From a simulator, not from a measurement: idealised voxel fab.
This section sets out a process module, namely voxel wiring stack.
Pictured: cross-section cut, 225 nm wide, on a grid of 5 nm square cells.
Cross-section, as written here: a square-cell grid given band by band from the top down, where a band holds one or more rows of cells. Quick guide to a band line: top height, bottom height (nm) up front; then every material left to right with its width in nm. Only one material and it's marked "full width"? Then it fills the band edge to edge. And "empty" just means empty space. Note: height 0 marks the level under which the wafer is uniformly one material as received. Lowest band unbounded below, written "z 0 and below". Read "30 to 40" as a graded width: first number on top, second number at the bottom, same change between each pair of neighbouring rows. "left unchanged" (step): cross-section cells unchanged, all of them. If an empty space has no open way to the top and is at least 8 cells in size, "Closed internal voids" lists it, written width x height at distance, where distance is measured from the left edge and every value is in nm. On each step's line, the part that comes after the settings is the simulator's own comment on the step. The optional step-line setting "overlay nm" applies to steps with a mask and quantifies how far to the right of its planned location the mask lay, a negative value indicating leftward placement. If you're wondering how to read the rest of this, here's the deal. It's pairs of cross-sections: one from before a process step, one from after it. The after one is only drawn as far down as the lowest band that changed. Right under each pair you'll see which step sits between them and what its settings were. Don't read the pairs as one continuous story, though. They can come from different runs of this module on the same starting wafer, and a pair only carries on from the one above it where its entry headed "Pre-step condition" says so.
# Pre-step condition
	z 125 to 120 = SiCN full width
	z 120 to 100 = 25 nm SiO2, then 5 nm SiCN, then 25 nm W, then 5 nm SiCN, then 10 nm SiO2, then 5 nm SiCN, then 25 nm W, then 5 nm SiCN, then 10 nm SiO2, then 5 nm SiCN, then 25 nm W, then 5 nm SiCN, then 10 nm SiO2, then 5 nm SiCN, then 25 nm W, then 5 nm SiCN, then 30 nm SiO2
	z 100 to 95 = 30 nm SiCN, then 25 nm TiN, then 20 nm SiCN, then 25 nm TiN, then 20 nm SiCN, then 25 nm TiN, then 20 nm SiCN, then 25 nm TiN, then 35 nm SiCN
	z 95 to 80 = 30 nm SiO2, then 5 nm TiN, then 5 nm Cu, then 5 nm TiN, then 75 nm SiO2, then 5 nm TiN, then 5 nm Cu, then 5 nm TiN, then 90 nm SiO2
	z 80 to 75 = 30 nm SiCN, then 15 nm TiN, then 75 nm SiCN, then 15 nm TiN, then 90 nm SiCN
	z 75 to 65 = 30 nm lowk, then 5 nm TiN, then 15 nm Cu, then 5 nm TiN, then 20 nm lowk, then 5 nm TiN, then 15 nm Cu, then 5 nm TiN, then 20 nm lowk, then 5 nm TiN, then 15 nm Cu, then 5 nm TiN, then 20 nm lowk, then 5 nm TiN, then 15 nm Cu, then 5 nm TiN, then 35 nm lowk
	z 65 to 60 = 30 nm lowk, then 5 nm TiN, then 5 nm Cu, then 15 nm TiN, then 20 nm lowk, then 5 nm TiN, then 5 nm Cu, then 15 nm TiN, then 20 nm lowk, then 5 nm TiN, then 5 nm Cu, then 15 nm TiN, then 20 nm lowk, then 5 nm TiN, then 5 nm Cu, then 15 nm TiN, then 35 nm lowk
	z 60 to 50 = 30 nm lowk, then 5 nm TiN, then 5 nm Cu, then 5 nm TiN, then 30 nm lowk, then 5 nm TiN, then 5 nm Cu, then 5 nm TiN, then 30 nm lowk, then 5 nm TiN, then 5 nm Cu, then 5 nm TiN, then 30 nm lowk, then 5 nm TiN, then 5 nm Cu, then 5 nm TiN, then 45 nm lowk
	z 50 to 45 = 30 nm SiCN, then 15 nm TiN, then 30 nm SiCN, then 15 nm TiN, then 30 nm SiCN, then 15 nm TiN, then 30 nm SiCN, then 15 nm TiN, then 45 nm SiCN
	z 45 to 20 = 30 nm SiO2, then 5 nm TiN, then 15 nm W, then 5 nm TiN, then 20 nm SiO2, then 5 nm TiN, then 15 nm W, then 5 nm TiN, then 20 nm SiO2, then 5 nm TiN, then 15 nm W, then 5 nm TiN, then 20 nm SiO2, then 5 nm TiN, then 15 nm W, then 5 nm TiN, then 35 nm SiO2
	z 20 to 15 = 30 nm SiCN, then 25 nm TiN, then 20 nm SiCN, then 25 nm TiN, then 20 nm SiCN, then 25 nm TiN, then 20 nm SiCN, then 25 nm TiN, then 35 nm SiCN
	z 15 to 0 = SiO2 full width
	z 0 and below = Si full width
	Closed internal voids: none
# Cross-Section Thereafter
	z 140 to 125 = 30 nm resist, then 25 nm empty, then 20 nm resist, then 25 nm empty, then 20 nm resist, then 25 nm empty, then 20 nm resist, then 25 nm empty, then 35 nm resist
	Below 125, the layers are the same as they were.
	Closed internal voids: none
The before and after cross-sections above are linked by PATTERN, tone open, mask id METAL_4, material resist, width nm 25, pitch nm 45, thk nm 15, overlay nm 0
Pre-step condition: It is represented by the cross-section appearing after the step of the pair directly above.
# Cross-Section Thereafter
	z 165 to 150 = 30 nm lowk, then 25 nm empty, then 20 nm lowk, then 25 nm empty, then 20 nm lowk, then 25 nm empty, then 20 nm lowk, then 25 nm empty, then 35 nm lowk
	z 150 to 140 = lowk full width
	z 140 to 125 = 30 nm resist, then 25 nm lowk, then 20 nm resist, then 25 nm lowk, then 20 nm resist, then 25 nm lowk, then 20 nm resist, then 25 nm lowk, then 35 nm resist
	Below 125, the layers are the same as they were.
	Closed internal voids: none
The before and after cross-sections above are linked by DIRECTIONAL_DEP, material lowk, thk nm 25
Pre-step condition: It is represented by the cross-section appearing after the step of the pair directly above.
# Cross-Section Thereafter
	z 150 to 140 = 30 nm lowk, then 25 nm empty, then 20 nm lowk, then 25 nm empty, then 20 nm lowk, then 25 nm empty, then 20 nm lowk, then 25 nm empty, then 35 nm lowk
	z 140 to 135 = 30 nm resist, then 25 nm empty, then 20 nm resist, then 25 nm empty, then 20 nm resist, then 25 nm empty, then 20 nm resist, then 25 nm empty, then 35 nm resist
	Below 135, the layers are the same as they were.
	Closed internal voids: none
The before and after cross-sections above are linked by DIRECTIONAL_ETCH, etch materials lowk, depth nm 15
Pre-step condition: It is represented by the cross-section appearing after the step of the pair directly above.
# Cross-Section Thereafter
	z 135 to 125 = 30 nm empty, then 25 nm lowk, then 20 nm empty, then 25 nm lowk, then 20 nm empty, then 25 nm lowk, then 20 nm empty, then 25 nm lowk, then 35 nm empty
	Below 125, the layers are the same as they were.
	Closed internal voids: none
The before and after cross-sections above are linked by STRIP, etch materials resist
Pre-step condition: It is represented by the cross-section appearing after the step of the pair directly above.
# Cross-Section Thereafter
	z 145 to 135 = 30 nm empty, then 25 nm aC, then 20 nm empty, then 25 nm aC, then 20 nm empty, then 25 nm aC, then 20 nm empty, then 25 nm aC, then 35 nm empty
	z 135 to 125 = 30 nm aC, then 25 nm lowk, then 20 nm aC, then 25 nm lowk, then 20 nm aC, then 25 nm lowk, then 20 nm aC, then 25 nm lowk, then 35 nm aC
	Below 125, the layers are the same as they were.
	Closed internal voids: none
The before and after cross-sections above are linked by DIRECTIONAL_DEP, material aC, thk nm 10
Pre-step condition: It is represented by the cross-section appearing after the step of the pair directly above.
# Cross-Section Thereafter
	z 175 to 145 = 30 nm resist, then 15 nm empty, then 30 nm resist, then 15 nm empty, then 30 nm resist, then 15 nm empty, then 30 nm resist, then 15 nm empty, then 45 nm resist
	z 145 to 135 = 30 nm resist, then 25 nm aC, then 20 nm resist, then 25 nm aC, then 20 nm resist, then 25 nm aC, then 20 nm resist, then 25 nm aC, then 35 nm resist
	Below 135, the layers are the same as they were.
	Closed internal voids: none
The before and after cross-sections above are linked by PATTERN, tone open, mask id METAL_4_HOLES, material resist, width nm 15, pitch nm 45, thk nm 30, overlay nm 0
Pre-step condition: It is represented by the cross-section appearing after the step of the pair directly above.
# Cross-Section Thereafter
	z 165 to 145 = 30 nm resist, then 15 nm empty, then 30 nm resist, then 15 nm empty, then 30 nm resist, then 15 nm empty, then 30 nm resist, then 15 nm empty, then 45 nm resist
	z 145 to 135 = 30 nm resist, then 15 nm empty, then 10 nm aC, then 20 nm resist, then 15 nm empty, then 10 nm aC, then 20 nm resist, then 15 nm empty, then 10 nm aC, then 20 nm resist, then 15 nm empty, then 10 nm aC, then 35 nm resist
	Below 135, the layers are the same as they were.
	Closed internal voids: none
The before and after cross-sections above are linked by DIRECTIONAL_ETCH, etch materials aC, depth nm 10
Pre-step condition: It is represented by the cross-section appearing after the step of the pair directly above.
# Cross-Section Thereafter
	z 145 to 135 = 45 nm empty, then 10 nm aC, then 35 nm empty, then 10 nm aC, then 35 nm empty, then 10 nm aC, then 35 nm empty, then 10 nm aC, then 35 nm empty
	Below 135, the layers are the same as they were.
	Closed internal voids: none
The before and after cross-sections above are linked by STRIP, etch materials resist
Pre-step condition: It is represented by the cross-section appearing after the step of the pair directly above.
# Cross-Section Thereafter
	z 145 to 135 = 45 nm empty, then 10 nm aC, then 35 nm empty, then 10 nm aC, then 35 nm empty, then 10 nm aC, then 35 nm empty, then 10 nm aC, then 35 nm empty
	z 135 to 125 = 30 nm aC, then 15 nm empty, then 10 nm lowk, then 20 nm aC, then 15 nm empty, then 10 nm lowk, then 20 nm aC, then 15 nm empty, then 10 nm lowk, then 20 nm aC, then 15 nm empty, then 10 nm lowk, then 35 nm aC
	Below 125, the layers are the same as they were.
	Closed internal voids: none
The before and after cross-sections above are linked by DIRECTIONAL_ETCH, etch materials lowk, depth nm 10
Pre-step condition: It is represented by the cross-section appearing after the step of the pair directly above.
# Cross-Section Thereafter
	z 145 to 135 = 45 nm empty, then 10 nm aC, then 35 nm empty, then 10 nm aC, then 35 nm empty, then 10 nm aC, then 35 nm empty, then 10 nm aC, then 35 nm empty
	z 135 to 125 = 30 nm aC, then 15 nm empty, then 10 nm lowk, then 20 nm aC, then 15 nm empty, then 10 nm lowk, then 20 nm aC, then 15 nm empty, then 10 nm lowk, then 20 nm aC, then 15 nm empty, then 10 nm lowk, then 35 nm aC
	z 125 to 120 = 30 nm SiCN, then 15 nm empty, then 30 nm SiCN, then 15 nm empty, then 30 nm SiCN, then 15 nm empty, then 30 nm SiCN, then 15 nm empty, then 45 nm SiCN
	Below 120, the layers are the same as they were.
	Closed internal voids: none
The before and after cross-sections above are linked by DIRECTIONAL_ETCH, etch materials SiCN, depth nm 5
Pre-step condition: It is represented by the cross-section appearing after the step of the pair directly above.
# Cross-Section Thereafter
	z 135 to 125 = 45 nm empty, then 10 nm lowk, then 35 nm empty, then 10 nm lowk, then 35 nm empty, then 10 nm lowk, then 35 nm empty, then 10 nm lowk, then 35 nm empty
	Below 125, the layers are the same as they were.
	Closed internal voids: none
The before and after cross-sections above are linked by STRIP, etch materials aC
Pre-step condition: It is represented by the cross-section appearing after the step of the pair directly above.
# Cross-Section Thereafter
	z 140 to 135 = 40 nm empty, then 20 nm TiN, then 25 nm empty, then 20 nm TiN, then 25 nm empty, then 20 nm TiN, then 25 nm empty, then 20 nm TiN, then 30 nm empty
	z 135 to 130 = 40 nm empty, then 5 nm TiN, then 10 nm lowk, then 5 nm TiN, then 25 nm empty, then 5 nm TiN, then 10 nm lowk, then 5 nm TiN, then 25 nm empty, then 5 nm TiN, then 10 nm lowk, then 5 nm TiN, then 25 nm empty, then 5 nm TiN, then 10 nm lowk, then 5 nm TiN, then 30 nm empty
	z 130 to 125 = 35 nm TiN, then 5 nm empty, then 5 nm TiN, then 10 nm lowk, then 25 nm TiN, then 5 nm empty, then 5 nm TiN, then 10 nm lowk, then 25 nm TiN, then 5 nm empty, then 5 nm TiN, then 10 nm lowk, then 25 nm TiN, then 5 nm empty, then 5 nm TiN, then 10 nm lowk, then 35 nm TiN
	z 125 to 120 = 30 nm SiCN, then 15 nm TiN, then 30 nm SiCN, then 15 nm TiN, then 30 nm SiCN, then 15 nm TiN, then 30 nm SiCN, then 15 nm TiN, then 45 nm SiCN
	Below 120, the layers are the same as they were.
	Closed internal voids: none
The before and after cross-sections above are linked by CONFORMAL_DEP, material TiN, thk nm 5
Pre-step condition: It is represented by the cross-section appearing after the step of the pair directly above.
# Cross-Section Thereafter
	z 150 to 140 = Ru full width
	z 140 to 135 = 40 nm Ru, then 20 nm TiN, then 25 nm Ru, then 20 nm TiN, then 25 nm Ru, then 20 nm TiN, then 25 nm Ru, then 20 nm TiN, then 30 nm Ru
	z 135 to 130 = 40 nm Ru, then 5 nm TiN, then 10 nm lowk, then 5 nm TiN, then 25 nm Ru, then 5 nm TiN, then 10 nm lowk, then 5 nm TiN, then 25 nm Ru, then 5 nm TiN, then 10 nm lowk, then 5 nm TiN, then 25 nm Ru, then 5 nm TiN, then 10 nm lowk, then 5 nm TiN, then 30 nm Ru
	z 130 to 125 = 35 nm TiN, then 5 nm Ru, then 5 nm TiN, then 10 nm lowk, then 25 nm TiN, then 5 nm Ru, then 5 nm TiN, then 10 nm lowk, then 25 nm TiN, then 5 nm Ru, then 5 nm TiN, then 10 nm lowk, then 25 nm TiN, then 5 nm Ru, then 5 nm TiN, then 10 nm lowk, then 35 nm TiN
	Below 125, the layers are the same as they were.
	Closed internal voids: none
The before and after cross-sections above are linked by FILL_DEP, material Ru, thk nm 10
Pre-step condition: It is represented by the cross-section appearing after the step of the pair directly above.
# Cross-Section Thereafter
	z 155 to 150 = SiCN full width
	Below 150, the layers are the same as they were.
	Closed internal voids: none
The before and after cross-sections above are linked by CONFORMAL_DEP, material SiCN, thk nm 5
# Pre-step condition
	z 100 to 95 = TiN full width
	z 95 to 80 = 30 nm SiO2, then 5 nm TiN, then 5 nm Cu, then 5 nm TiN, then 75 nm SiO2, then 5 nm TiN, then 5 nm Cu, then 5 nm TiN, then 90 nm SiO2
	z 80 to 75 = 30 nm SiCN, then 15 nm TiN, then 75 nm SiCN, then 15 nm TiN, then 90 nm SiCN
	z 75 to 65 = 30 nm lowk, then 5 nm TiN, then 15 nm Cu, then 5 nm TiN, then 20 nm lowk, then 5 nm TiN, then 15 nm Cu, then 5 nm TiN, then 20 nm lowk, then 5 nm TiN, then 15 nm Cu, then 5 nm TiN, then 20 nm lowk, then 5 nm TiN, then 15 nm Cu, then 5 nm TiN, then 35 nm lowk
	z 65 to 60 = 30 nm lowk, then 5 nm TiN, then 5 nm Cu, then 15 nm TiN, then 20 nm lowk, then 5 nm TiN, then 5 nm Cu, then 15 nm TiN, then 20 nm lowk, then 5 nm TiN, then 5 nm Cu, then 15 nm TiN, then 20 nm lowk, then 5 nm TiN, then 5 nm Cu, then 15 nm TiN, then 35 nm lowk
	z 60 to 50 = 30 nm lowk, then 5 nm TiN, then 5 nm Cu, then 5 nm TiN, then 30 nm lowk, then 5 nm TiN, then 5 nm Cu, then 5 nm TiN, then 30 nm lowk, then 5 nm TiN, then 5 nm Cu, then 5 nm TiN, then 30 nm lowk, then 5 nm TiN, then 5 nm Cu, then 5 nm TiN, then 45 nm lowk
	z 50 to 45 = 30 nm SiCN, then 15 nm TiN, then 30 nm SiCN, then 15 nm TiN, then 30 nm SiCN, then 15 nm TiN, then 30 nm SiCN, then 15 nm TiN, then 45 nm SiCN
	z 45 to 20 = 30 nm SiO2, then 5 nm TiN, then 15 nm W, then 5 nm TiN, then 20 nm SiO2, then 5 nm TiN, then 15 nm W, then 5 nm TiN, then 20 nm SiO2, then 5 nm TiN, then 15 nm W, then 5 nm TiN, then 20 nm SiO2, then 5 nm TiN, then 15 nm W, then 5 nm TiN, then 35 nm SiO2
	z 20 to 15 = 30 nm SiCN, then 25 nm TiN, then 20 nm SiCN, then 25 nm TiN, then 20 nm SiCN, then 25 nm TiN, then 20 nm SiCN, then 25 nm TiN, then 35 nm SiCN
	z 15 to 0 = SiO2 full width
	z 0 and below = Si full width
	Closed internal voids: none
# Cross-Section Thereafter
	z 110 to 100 = W full width
	Below 100, the layers are the same as they were.
	Closed internal voids: none
The before and after cross-sections above are linked by DIRECTIONAL_DEP, material W, thk nm 10
Pre-step condition: It is represented by the cross-section appearing after the step of the pair directly above.
# Cross-Section Thereafter
	z 120 to 110 = aC full width
	Below 110, the layers are the same as they were.
	Closed internal voids: none
The before and after cross-sections above are linked by DIRECTIONAL_DEP, material aC, thk nm 10
Pre-step condition: It is represented by the cross-section appearing after the step of the pair directly above.
# Cross-Section Thereafter
	z 145 to 120 = 30 nm empty, then 25 nm resist, then 20 nm empty, then 25 nm resist, then 20 nm empty, then 25 nm resist, then 20 nm empty, then 25 nm resist, then 35 nm empty
	Below 120, the layers are the same as they were.
	Closed internal voids: none
The before and after cross-sections above are linked by PATTERN, tone cover, mask id METAL_3, material resist, width nm 25, pitch nm 45, thk nm 25, overlay nm 0
Pre-step condition: It is represented by the cross-section appearing after the step of the pair directly above.
# Cross-Section Thereafter
	z 135 to 120 = 30 nm empty, then 25 nm resist, then 20 nm empty, then 25 nm resist, then 20 nm empty, then 25 nm resist, then 20 nm empty, then 25 nm resist, then 35 nm empty
	z 120 to 110 = 30 nm empty, then 25 nm aC, then 20 nm empty, then 25 nm aC, then 20 nm empty, then 25 nm aC, then 20 nm empty, then 25 nm aC, then 35 nm empty
	Below 110, the layers are the same as they were.
	Closed internal voids: none
The before and after cross-sections above are linked by DIRECTIONAL_ETCH, etch materials aC, depth nm 10
Pre-step condition: It is represented by the cross-section appearing after the step of the pair directly above.
# Cross-Section Thereafter
	z 120 to 110 = 30 nm empty, then 25 nm aC, then 20 nm empty, then 25 nm aC, then 20 nm empty, then 25 nm aC, then 20 nm empty, then 25 nm aC, then 35 nm empty
	Below 110, the layers are the same as they were.
	Closed internal voids: none
The before and after cross-sections above are linked by STRIP, etch materials resist
Pre-step condition: It is represented by the cross-section appearing after the step of the pair directly above.
# Cross-Section Thereafter
	z 120 to 110 = 30 nm empty, then 25 nm aC, then 20 nm empty, then 25 nm aC, then 20 nm empty, then 25 nm aC, then 20 nm empty, then 25 nm aC, then 35 nm empty
	z 110 to 100 = 30 nm empty, then 25 nm W, then 20 nm empty, then 25 nm W, then 20 nm empty, then 25 nm W, then 20 nm empty, then 25 nm W, then 35 nm empty
	Below 100, the layers are the same as they were.
	Closed internal voids: none
The before and after cross-sections above are linked by DIRECTIONAL_ETCH, etch materials W, depth nm 20
Pre-step condition: It is represented by the cross-section appearing after the step of the pair directly above.
# Cross-Section Thereafter
	z 120 to 110 = 30 nm empty, then 25 nm aC, then 20 nm empty, then 25 nm aC, then 20 nm empty, then 25 nm aC, then 20 nm empty, then 25 nm aC, then 35 nm empty
	z 110 to 100 = 30 nm empty, then 25 nm W, then 20 nm empty, then 25 nm W, then 20 nm empty, then 25 nm W, then 20 nm empty, then 25 nm W, then 35 nm empty
	z 100 to 95 = 30 nm empty, then 25 nm TiN, then 20 nm empty, then 25 nm TiN, then 20 nm empty, then 25 nm TiN, then 20 nm empty, then 25 nm TiN, then 35 nm empty
	Below 95, the layers are the same as they were.
	Closed internal voids: none
The before and after cross-sections above are linked by DIRECTIONAL_ETCH, etch materials TiN, depth nm 5
Pre-step condition: It is represented by the cross-section appearing after the step of the pair directly above.
# Cross-Section Thereafter
	z 110 to 100 = 30 nm empty, then 25 nm W, then 20 nm empty, then 25 nm W, then 20 nm empty, then 25 nm W, then 20 nm empty, then 25 nm W, then 35 nm empty
	Below 100, the layers are the same as they were.
	Closed internal voids: none
The before and after cross-sections above are linked by STRIP, etch materials aC
Pre-step condition: It is represented by the cross-section appearing after the step of the pair directly above.
# Cross-Section Thereafter
	z 115 to 110 = 25 nm empty, then 35 nm SiCN, then 10 nm empty, then 35 nm SiCN, then 10 nm empty, then 35 nm SiCN, then 10 nm empty, then 35 nm SiCN, then 30 nm empty
	z 110 to 100 = 25 nm empty, then 5 nm SiCN, then 25 nm W, then 5 nm SiCN, then 10 nm empty, then 5 nm SiCN, then 25 nm W, then 5 nm SiCN, then 10 nm empty, then 5 nm SiCN, then 25 nm W, then 5 nm SiCN, then 10 nm empty, then 5 nm SiCN, then 25 nm W, then 5 nm SiCN, then 30 nm empty
	z 100 to 95 = 30 nm SiCN, then 25 nm TiN, then 20 nm SiCN, then 25 nm TiN, then 20 nm SiCN, then 25 nm TiN, then 20 nm SiCN, then 25 nm TiN, then 35 nm SiCN
	Below 95, the layers are the same as they were.
	Closed internal voids: none
The before and after cross-sections above are linked by CONFORMAL_DEP, material SiCN, thk nm 5
Pre-step condition: It is represented by the cross-section appearing after the step of the pair directly above.
# Cross-Section Thereafter
	z 125 to 115 = SiO2 full width
	z 115 to 110 = 25 nm SiO2, then 35 nm SiCN, then 10 nm SiO2, then 35 nm SiCN, then 10 nm SiO2, then 35 nm SiCN, then 10 nm SiO2, then 35 nm SiCN, then 30 nm SiO2
	z 110 to 100 = 25 nm SiO2, then 5 nm SiCN, then 25 nm W, then 5 nm SiCN, then 10 nm SiO2, then 5 nm SiCN, then 25 nm W, then 5 nm SiCN, then 10 nm SiO2, then 5 nm SiCN, then 25 nm W, then 5 nm SiCN, then 10 nm SiO2, then 5 nm SiCN, then 25 nm W, then 5 nm SiCN, then 30 nm SiO2
	Below 100, the layers are the same as they were.
	Closed internal voids: none
The before and after cross-sections above are linked by FILL_DEP, material SiO2, thk nm 10
Pre-step condition: It is represented by the cross-section appearing after the step of the pair directly above.
# Cross-Section Thereafter
	z 120 to 115 = SiO2 full width
	Below 115, the layers are the same as they were.
	Closed internal voids: none
The before and after cross-sections above are linked by CMP, height nm 120
Pre-step condition: It is represented by the cross-section appearing after the step of the pair directly above.
# Cross-Section Thereafter
	z 125 to 120 = SiCN full width
	Below 120, the layers are the same as they were.
	Closed internal voids: none
The before and after cross-sections above are linked by CONFORMAL_DEP, material SiCN, thk nm 5
Pre-step condition: It is represented by the cross-section appearing after the step of the pair directly above.
# Cross-Section Thereafter
	z 150 to 125 = lowk full width
	Below 125, the layers are the same as they were.
	Closed internal voids: none
The before and after cross-sections above are linked by DIRECTIONAL_DEP, material lowk, thk nm 25
Pre-step condition: It is represented by the cross-section appearing after the step of the pair directly above.
# Cross-Section Thereafter
	z 165 to 150 = 30 nm resist, then 25 nm empty, then 20 nm resist, then 25 nm empty, then 20 nm resist, then 25 nm empty, then 20 nm resist, then 25 nm empty, then 35 nm resist
	Below 150, the layers are the same as they were.
	Closed internal voids: none
The before and after cross-sections above are linked by PATTERN, tone open, mask id METAL_4, material resist, width nm 25, pitch nm 45, thk nm 15, overlay nm 0
Pre-step condition: It is represented by the cross-section appearing after the step of the pair directly above.
# Cross-Section Thereafter
	z 165 to 150 = 30 nm resist, then 25 nm empty, then 20 nm resist, then 25 nm empty, then 20 nm resist, then 25 nm empty, then 20 nm resist, then 25 nm empty, then 35 nm resist
	z 150 to 135 = 30 nm lowk, then 25 nm empty, then 20 nm lowk, then 25 nm empty, then 20 nm lowk, then 25 nm empty, then 20 nm lowk, then 25 nm empty, then 35 nm lowk
	Below 135, the layers are the same as they were.
	Closed internal voids: none
The before and after cross-sections above are linked by DIRECTIONAL_ETCH, etch materials lowk, depth nm 15
Pre-step condition: It is represented by the cross-section appearing after the step of the pair directly above.
# Cross-Section Thereafter
	z 150 to 135 = 30 nm lowk, then 25 nm empty, then 20 nm lowk, then 25 nm empty, then 20 nm lowk, then 25 nm empty, then 20 nm lowk, then 25 nm empty, then 35 nm lowk
	Below 135, the layers are the same as they were.
	Closed internal voids: none
The before and after cross-sections above are linked by STRIP, etch materials resist
Pre-step condition: It is represented by the cross-section appearing after the step of the pair directly above.
# Cross-Section Thereafter
	z 160 to 150 = 30 nm aC, then 25 nm empty, then 20 nm aC, then 25 nm empty, then 20 nm aC, then 25 nm empty, then 20 nm aC, then 25 nm empty, then 35 nm aC
	z 150 to 145 = 30 nm lowk, then 25 nm empty, then 20 nm lowk, then 25 nm empty, then 20 nm lowk, then 25 nm empty, then 20 nm lowk, then 25 nm empty, then 35 nm lowk
	z 145 to 135 = 30 nm lowk, then 25 nm aC, then 20 nm lowk, then 25 nm aC, then 20 nm lowk, then 25 nm aC, then 20 nm lowk, then 25 nm aC, then 35 nm lowk
	Below 135, the layers are the same as they were.
	Closed internal voids: none
The before and after cross-sections above are linked by DIRECTIONAL_DEP, material aC, thk nm 10
Pre-step condition: It is represented by the cross-section appearing after the step of the pair directly above.
# Cross-Section Thereafter
	z 190 to 160 = 30 nm resist, then 15 nm empty, then 30 nm resist, then 15 nm empty, then 30 nm resist, then 15 nm empty, then 30 nm resist, then 15 nm empty, then 45 nm resist
	z 160 to 150 = 30 nm aC, then 15 nm empty, then 10 nm resist, then 20 nm aC, then 15 nm empty, then 10 nm resist, then 20 nm aC, then 15 nm empty, then 10 nm resist, then 20 nm aC, then 15 nm empty, then 10 nm resist, then 35 nm aC
	z 150 to 145 = 30 nm lowk, then 15 nm empty, then 10 nm resist, then 20 nm lowk, then 15 nm empty, then 10 nm resist, then 20 nm lowk, then 15 nm empty, then 10 nm resist, then 20 nm lowk, then 15 nm empty, then 10 nm resist, then 35 nm lowk
	Below 145, the layers are the same as they were.
	Closed internal voids: none
The before and after cross-sections above are linked by PATTERN, tone open, mask id METAL_4_HOLES, material resist, width nm 15, pitch nm 45, thk nm 30, overlay nm 0
Pre-step condition: It is represented by the cross-section appearing after the step of the pair directly above.
# Cross-Section Thereafter
	z 180 to 160 = 30 nm resist, then 15 nm empty, then 30 nm resist, then 15 nm empty, then 30 nm resist, then 15 nm empty, then 30 nm resist, then 15 nm empty, then 45 nm resist
	z 160 to 150 = 30 nm aC, then 15 nm empty, then 10 nm resist, then 20 nm aC, then 15 nm empty, then 10 nm resist, then 20 nm aC, then 15 nm empty, then 10 nm resist, then 20 nm aC, then 15 nm empty, then 10 nm resist, then 35 nm aC
	z 150 to 145 = 30 nm lowk, then 15 nm empty, then 10 nm resist, then 20 nm lowk, then 15 nm empty, then 10 nm resist, then 20 nm lowk, then 15 nm empty, then 10 nm resist, then 20 nm lowk, then 15 nm empty, then 10 nm resist, then 35 nm lowk
	z 145 to 135 = 30 nm lowk, then 15 nm empty, then 10 nm aC, then 20 nm lowk, then 15 nm empty, then 10 nm aC, then 20 nm lowk, then 15 nm empty, then 10 nm aC, then 20 nm lowk, then 15 nm empty, then 10 nm aC, then 35 nm lowk
	Below 135, the layers are the same as they were.
	Closed internal voids: none
The before and after cross-sections above are linked by DIRECTIONAL_ETCH, etch materials aC, depth nm 10
Pre-step condition: It is represented by the cross-section appearing after the step of the pair directly above.
# Cross-Section Thereafter
	z 160 to 150 = 30 nm aC, then 25 nm empty, then 20 nm aC, then 25 nm empty, then 20 nm aC, then 25 nm empty, then 20 nm aC, then 25 nm empty, then 35 nm aC
	z 150 to 145 = 30 nm lowk, then 25 nm empty, then 20 nm lowk, then 25 nm empty, then 20 nm lowk, then 25 nm empty, then 20 nm lowk, then 25 nm empty, then 35 nm lowk
	Below 145, the layers are the same as they were.
	Closed internal voids: none
The before and after cross-sections above are linked by STRIP, etch materials resist
Pre-step condition: It is represented by the cross-section appearing after the step of the pair directly above.
# Cross-Section Thereafter
	z 160 to 150 = 30 nm aC, then 25 nm empty, then 20 nm aC, then 25 nm empty, then 20 nm aC, then 25 nm empty, then 20 nm aC, then 25 nm empty, then 35 nm aC
	z 150 to 145 = 30 nm lowk, then 25 nm empty, then 20 nm lowk, then 25 nm empty, then 20 nm lowk, then 25 nm empty, then 20 nm lowk, then 25 nm empty, then 35 nm lowk
	z 145 to 135 = 30 nm lowk, then 15 nm empty, then 10 nm aC, then 20 nm lowk, then 15 nm empty, then 10 nm aC, then 20 nm lowk, then 15 nm empty, then 10 nm aC, then 20 nm lowk, then 15 nm empty, then 10 nm aC, then 35 nm lowk
	z 135 to 125 = 30 nm lowk, then 15 nm empty, then 30 nm lowk, then 15 nm empty, then 30 nm lowk, then 15 nm empty, then 30 nm lowk, then 15 nm empty, then 45 nm lowk
	Below 125, the layers are the same as they were.
	Closed internal voids: none
The before and after cross-sections above are linked by DIRECTIONAL_ETCH, etch materials lowk, depth nm 10
Pre-step condition: It is represented by the cross-section appearing after the step of the pair directly above.
# Cross-Section Thereafter
	z 160 to 150 = 30 nm aC, then 25 nm empty, then 20 nm aC, then 25 nm empty, then 20 nm aC, then 25 nm empty, then 20 nm aC, then 25 nm empty, then 35 nm aC
	z 150 to 145 = 30 nm lowk, then 25 nm empty, then 20 nm lowk, then 25 nm empty, then 20 nm lowk, then 25 nm empty, then 20 nm lowk, then 25 nm empty, then 35 nm lowk
	z 145 to 135 = 30 nm lowk, then 15 nm empty, then 10 nm aC, then 20 nm lowk, then 15 nm empty, then 10 nm aC, then 20 nm lowk, then 15 nm empty, then 10 nm aC, then 20 nm lowk, then 15 nm empty, then 10 nm aC, then 35 nm lowk
	z 135 to 125 = 30 nm lowk, then 15 nm empty, then 30 nm lowk, then 15 nm empty, then 30 nm lowk, then 15 nm empty, then 30 nm lowk, then 15 nm empty, then 45 nm lowk
	z 125 to 120 = 30 nm SiCN, then 15 nm empty, then 30 nm SiCN, then 15 nm empty, then 30 nm SiCN, then 15 nm empty, then 30 nm SiCN, then 15 nm empty, then 45 nm SiCN
	Below 120, the layers are the same as they were.
	Closed internal voids: none
The before and after cross-sections above are linked by DIRECTIONAL_ETCH, etch materials SiCN, depth nm 5
Pre-step condition: It is represented by the cross-section appearing after the step of the pair directly above.
# Cross-Section Thereafter
	z 150 to 135 = 30 nm lowk, then 25 nm empty, then 20 nm lowk, then 25 nm empty, then 20 nm lowk, then 25 nm empty, then 20 nm lowk, then 25 nm empty, then 35 nm lowk
	Below 135, the layers are the same as they were.
	Closed internal voids: none
The before and after cross-sections above are linked by STRIP, etch materials aC
